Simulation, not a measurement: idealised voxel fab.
process module | voxel self aligned contacts
cross-section cut | 170 nm wide | cells 5 nm
A cross-section is a grid of square cells, given in bands from the top down. A band is one or more rows of cells.
Each band's line starts with the height of the band's top and of its bottom, in nm. Then come its materials from left to right, each with its width in nm. One material with "throughout" fills the band from edge to edge. "air" is empty space.
Height 0 is the level under which the wafer as received is all one material. The lowest band goes on downwards, as in "0 down".
A width such as "30 to 40" changes by the same amount from each row of cells to the next, from the band's top row to its bottom row.
"no change" after a step means that no cell of the cross-section changed.
closed voids: empty space of 8 cells or more with no open way to the top, each as width x height at its distance from the left edge, in nm
after a step's settings: what the simulator itself notes on the step
overlay nm, on a step with a mask: how far to the right of its planned place the mask lay; to the left if negative
plan
1 op RECEIVE | material Si
2 op CONFORMAL_DEP | material SiO2 | thk nm 5
3 op DIRECTIONAL_DEP | material polySi | thk nm 30
4 op DIRECTIONAL_DEP | material SiN | thk nm 20
5 op MASKED_ETCH | tone cover | mask id GATE | width nm 35 | pitch nm 70 | etch materials SiN | depth nm 20 | overlay nm 0
6 op MASKED_ETCH | tone cover | mask id GATE | width nm 35 | pitch nm 70 | etch materials polySi | depth nm 30 | overlay nm 0
7 op CONFORMAL_DEP | material SiN | thk nm 5
8 op DIRECTIONAL_ETCH | etch materials SiN | depth nm 5
9 op FILL_DEP | material SiO2 | thk nm 20
10 op CMP | height nm 65
11 op MASKED_ETCH | tone open | mask id CONTACT | width nm 45 | etch materials SiO2 | depth nm 65 | overlay nm 0
12 op CONFORMAL_DEP | material TiN | thk nm 5
13 op FILL_DEP | material Ru | thk nm 10
14 op CMP | height nm 65
15 op CONFORMAL_DEP | material SiCN | thk nm 5
as received, after step 1
  0 down: Si throughout
  closed voids: none
first wafer at the end, as planned
  70 to 65: SiCN throughout
  65 to 55: SiO2 60 | TiN 5 to 15 | Ru 35 to 15 | TiN 5 to 15 | SiO2 65
  55 to 35: SiO2 25 | SiN 45 | TiN 5 | Ru 15 | TiN 5 | SiN 45 | SiO2 30
  35 to 5: SiO2 25 | SiN 5 | polySi 35 | SiN 5 | TiN 5 | Ru 15 | TiN 5 | SiN 5 | polySi 35 | SiN 5 | SiO2 30
  5 to 0: SiO2 70 | TiN 25 | SiO2 75
  0 down: Si throughout
  closed voids: none
second wafer at the end: like start, like plan, one mistake
  70 to 65: SiCN throughout
  65 to 60: SiO2 25 | SiN 45 | TiN 5 | Ru 15 | TiN 5 | SiN 45 | SiO2 30
  60 to 55: SiO2 25 | SiN 45 | TiN 25 | SiN 45 | SiO2 30
  55 to 35: SiN throughout
  35 to 5: polySi throughout
  5 to 0: SiO2 throughout
  0 down: Si throughout
  closed voids: none
what went wrong: step 4 was run twice
at the end the second wafer has, in cells: 37 fewer of Ru | 76 more of SiN | 133 fewer of SiO2 | 26 fewer of TiN | 120 more of polySi
